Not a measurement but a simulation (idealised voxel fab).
You're looking at the process module voxel released beams.
For reference, the cross-section in this document is cut, with width 230 nm and square cells of 5 nm.
Cross-section layout: square cells on a grid; listed as bands, top to bottom; a band spans one or more cell rows.
Top, bottom (nm), then materials left to right with widths (nm); lone material tagged "all across" fills the whole band edge to edge; "empty" = empty space.
Heights are reckoned from 0. Under this level, the received wafer is all of one material. The bottommost band is open-ended downward, for example "0 nm and below".
A two-number width, for instance "30 to 40", indicates that the width is equal to the first number in the top row of the band and to the second number in the bottom row, and that it changes by a constant amount per row of cells.
Any step labelled "nothing different" changed none of the cells in the cross-section.
"Voids, sealed" specifies each empty space that is not open to the top and that occupies no fewer than 8 cells, using the form width x height at distance, the distance measured from the left edge and all three quantities in nm.
Heads up: the bit after the settings on a step's line is the simulator's remark on that step.
The line of a step may include "overlay nm". On a step with a mask, this value is how far to the right of its planned place the mask lay. A negative value means the mask lay to the left.

PROCESS STEPS - PLAN
step 1: op RECEIVE | material Si
step 2: op CONFORMAL_DEP | material SiN | thk nm 10
step 3: op DIRECTIONAL_DEP | material SiO2 | thk nm 10
step 4: op PATTERN | tone open | mask id ANCHOR | material resist | width nm 40 | thk nm 15 | overlay nm 0
step 5: op DIRECTIONAL_ETCH | etch materials SiO2 | depth nm 10
step 6: op STRIP | etch materials resist
step 7: op CONFORMAL_DEP | material polySi | thk nm 15
step 8: op MASKED_ETCH | tone cover | mask id BEAM | width nm 100 | etch materials polySi | depth nm 15 | overlay nm 0
step 9: op STRIP | etch materials SiO2

FIRST OF TWO WAFERS, WITH THE RUN CARRIED OUT AS PLANNED

SHOWN IN CROSS-SECTION IS THE WAFER AS RECEIVED, THAT IS, AS IT STANDS AFTER STEP 1
- 0 nm and below = Si all across
- Voids, sealed: none

PRESENTED HERE IS A CROSS-SECTION OF THE WAFER AFTER STEP 2 HAS BEEN PERFORMED
- 10 nm to 0 nm = SiN all across
- For the remainder of the cross-section, below 0, there is no change.

PRESENTED HERE IS A CROSS-SECTION OF THE WAFER AFTER STEP 3 HAS BEEN PERFORMED
- 20 nm to 10 nm = SiO2 all across
- For the remainder of the cross-section, below 10, there is no change.

PRESENTED HERE IS A CROSS-SECTION OF THE WAFER AFTER STEP 4 HAS BEEN PERFORMED
- 35 nm to 20 nm = resist: 65; empty: 40; resist: 125
- For the remainder of the cross-section, below 20, there is no change.

PRESENTED HERE IS A CROSS-SECTION OF THE WAFER AFTER STEP 5 HAS BEEN PERFORMED
- 35 nm to 20 nm = resist: 65; empty: 40; resist: 125
- 20 nm to 10 nm = SiO2: 65; empty: 40; SiO2: 125
- For the remainder of the cross-section, below 10, there is no change.

PRESENTED HERE IS A CROSS-SECTION OF THE WAFER AFTER STEP 6 HAS BEEN PERFORMED
- 20 nm to 10 nm = SiO2: 65; empty: 40; SiO2: 125
- For the remainder of the cross-section, below 10, there is no change.

PRESENTED HERE IS A CROSS-SECTION OF THE WAFER AFTER STEP 7 HAS BEEN PERFORMED
- 35 nm to 25 nm = polySi: 80; empty: 10; polySi: 140
- 25 nm to 20 nm = polySi all across
- 20 nm to 10 nm = SiO2: 65; polySi: 40; SiO2: 125
- For the remainder of the cross-section, below 10, there is no change.

PRESENTED HERE IS A CROSS-SECTION OF THE WAFER AFTER STEP 8 HAS BEEN PERFORMED
- 35 nm to 25 nm = empty: 60; polySi: 20; empty: 10; polySi: 70; empty: 70
- 25 nm to 20 nm = empty: 60; polySi: 100; empty: 70
- For the remainder of the cross-section, below 20, there is no change.

PRESENTED HERE IS A CROSS-SECTION OF THE WAFER AFTER STEP 9 HAS BEEN PERFORMED
- 35 nm to 25 nm = empty: 60; polySi: 20; empty: 10; polySi: 70; empty: 70
- 25 nm to 20 nm = empty: 60; polySi: 100; empty: 70
- 20 nm to 10 nm = empty: 65; polySi: 40; empty: 125
- For the remainder of the cross-section, below 10, there is no change.

SECOND WAFER: LIKE START, LIKE PLAN, ONE MISTAKE. THROUGH STEP 3 IT MATCHES THE FIRST WAFER

CROSS-SECTION OF THE SECOND WAFER AT THE TIME BY WHICH STEP 4 SHOULD HAVE BEEN COMPLETED ACCORDING TO THE PLAN
- 35 nm to 20 nm = empty: 65; resist: 40; empty: 125
- For the remainder of the cross-section, below 20, there is no change.

CROSS-SECTION OF THE SECOND WAFER AT THE TIME BY WHICH STEP 5 SHOULD HAVE BEEN COMPLETED ACCORDING TO THE PLAN
- 35 nm to 20 nm = empty: 65; resist: 40; empty: 125
- 20 nm to 10 nm = empty: 65; SiO2: 40; empty: 125
- For the remainder of the cross-section, below 10, there is no change.

CROSS-SECTION OF THE SECOND WAFER AT THE TIME BY WHICH STEP 6 SHOULD HAVE BEEN COMPLETED ACCORDING TO THE PLAN
- 20 nm to 10 nm = empty: 65; SiO2: 40; empty: 125
- For the remainder of the cross-section, below 10, there is no change.

CROSS-SECTION OF THE SECOND WAFER AT THE TIME BY WHICH STEP 7 SHOULD HAVE BEEN COMPLETED ACCORDING TO THE PLAN
- 35 nm to 25 nm = empty: 50; polySi: 70; empty: 110
- 25 nm to 20 nm = polySi all across
- 20 nm to 10 nm = polySi: 65; SiO2: 40; polySi: 125
- For the remainder of the cross-section, below 10, there is no change.

CROSS-SECTION OF THE SECOND WAFER AT THE TIME BY WHICH STEP 8 SHOULD HAVE BEEN COMPLETED ACCORDING TO THE PLAN
- 35 nm to 25 nm = empty: 60; polySi: 60; empty: 110
- 25 nm to 20 nm = empty: 60; polySi: 100; empty: 70
- 20 nm to 10 nm = empty: 50; polySi: 15; SiO2: 40; polySi: 55; empty: 70
- For the remainder of the cross-section, below 10, there is no change.

Cross-section of the second wafer at the time by which step 9 should have been completed according to the plan: nothing different
What was done differently from what was planned? off-plan run, step 4, actual operation and settings op PATTERN | tone cover | mask id ANCHOR | material resist | width nm 40 | thk nm 15 | overlay nm 0
Once processing is complete, comparing cell counts shows that the second wafer has more or fewer of certain materials than the first: SiO2 +16
